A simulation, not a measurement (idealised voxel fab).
Herein follows the process module entitled voxel ribs on slabs.
Section cut is 270 nm wide and gridded with 5 nm square cells.
Throughout this document, each cross-section is represented as a grid of square cells and is presented as a sequence of bands enumerated from the top downward, where a band comprises one or more rows of cells.
The entry gives the band's vertical extent as a top height and a bottom height in nm, then its horizontal make-up as materials from left to right, each with a width in nm. "empty" stands for empty space; a single material marked "full width" fills the band edge to edge.
Heights are measured from 0, the level below which the as-received wafer is all one material; the lowest band has no bottom and continues downward, written as in "z 0 and below".
Per-row width for "30->40": begins at first number (top row of band), ends at second number (bottom row), increment between rows held constant.
"left unchanged" for a step: no cell of the cross-section changed in that step.
For the entry "Closed void roster", the listed items are empty spaces with no open way to the top whose size is 8 cells or more; each item follows the pattern width x height at distance, where distance is from the left edge and all three are in nm.
Anything after a step's settings on that line? It's the simulator's own note about the step.
A step's line can hold "overlay nm"; with a mask on that step, the setting says how far right of the planned place the mask lay, while a negative setting says it lay to the left.
# Intended process steps
| 1 | op RECEIVE | material Si |
| 2 | op DIRECTIONAL_DEP | material SiO2 | thk nm 30 |
| 3 | op DIRECTIONAL_DEP | material SiN | thk nm 20 |
| 4 | op PATTERN | tone cover | mask id RIB | material resist | width nm 25 | thk nm 20 | overlay nm 0 |
| 5 | op DIRECTIONAL_ETCH | etch materials SiN | depth nm 15 |
| 6 | op STRIP | etch materials resist |
| 7 | op PATTERN | tone cover | mask id SLAB | material resist | width nm 55 | thk nm 20 | overlay nm 0 |
| 8 | op DIRECTIONAL_ETCH | etch materials SiN | depth nm 5 |
| 9 | op STRIP | etch materials resist |
| 10 | op FILL_DEP | material SiO2 | thk nm 15 |
| 11 | op CMP | height nm 60 |
| 12 | op DIRECTIONAL_DEP | material W | thk nm 10 |
| 13 | op MASKED_ETCH | tone cover | mask id HEATER | width nm 35 | etch materials W | depth nm 10 | overlay nm 0 |
| 14 | op CONFORMAL_DEP | material SiN | thk nm 5 |
# The first of a set of two wafers, run to plan
# Cross-section of the wafer upon arrival, representing the state reached after step 1
* z 0 and below | Si full width
* Closed void roster: none
# Sectional view: wafer, after step 2
* z 30 to 0 | SiO2 full width
* Everything under 0 stays put, no change at all.
# Sectional view: wafer, after step 3
* z 50 to 30 | SiN full width
* Everything under 30 stays put, no change at all.
# Sectional view: wafer, after step 4
* z 70 to 50 | empty=120  resist=25  empty=125
* Everything under 50 stays put, no change at all.
# Sectional view: wafer, after step 5
* z 70 to 50 | empty=120  resist=25  empty=125
* z 50 to 35 | empty=120  SiN=25  empty=125
* Everything under 35 stays put, no change at all.
# Sectional view: wafer, after step 6
* z 50 to 35 | empty=120  SiN=25  empty=125
* Everything under 35 stays put, no change at all.
# Sectional view: wafer, after step 7
* z 70 to 50 | empty=105  resist=55  empty=110
* z 50 to 35 | empty=105  resist=15  SiN=25  resist=15  empty=110
* Everything under 35 stays put, no change at all.
# Sectional view: wafer, after step 8
* z 70 to 50 | empty=105  resist=55  empty=110
* z 50 to 35 | empty=105  resist=15  SiN=25  resist=15  empty=110
* z 35 to 30 | empty=105  SiN=55  empty=110
* Everything under 30 stays put, no change at all.
# Sectional view: wafer, after step 9
* z 50 to 35 | empty=120  SiN=25  empty=125
* Everything under 35 stays put, no change at all.
# Sectional view: wafer, after step 10
* z 65 to 50 | SiO2 full width
* z 50 to 35 | SiO2=120  SiN=25  SiO2=125
* z 35 to 30 | SiO2=105  SiN=55  SiO2=110
* Everything under 30 stays put, no change at all.
# Sectional view: wafer, after step 11
* z 60 to 50 | SiO2 full width
* Everything under 50 stays put, no change at all.
# Sectional view: wafer, after step 12
* z 70 to 60 | W full width
* Everything under 60 stays put, no change at all.
# Sectional view: wafer, after step 13
* z 70 to 60 | empty=115  W=35  empty=120
* Everything under 60 stays put, no change at all.
# Sectional view: wafer, after step 14
* z 75 to 70 | empty=110  SiN=45  empty=115
* z 70 to 65 | empty=110  SiN=5  W=35  SiN=5  empty=115
* z 65 to 60 | SiN=115  W=35  SiN=120
* Everything under 60 stays put, no change at all.
# Wafer two of two - same starting point, same process plan, one mistake in execution; matches wafer one up to and including step 13
At the planned end of step 14, the second wafer in cross-section: left unchanged
It is concluded that the wafer was processed incorrectly with respect to the plan, in that it should be noted that step 14 of the plan was omitted and was not performed
End of process, cell counts, second wafer against first, materials with more or fewer: SiN: 58 fewer
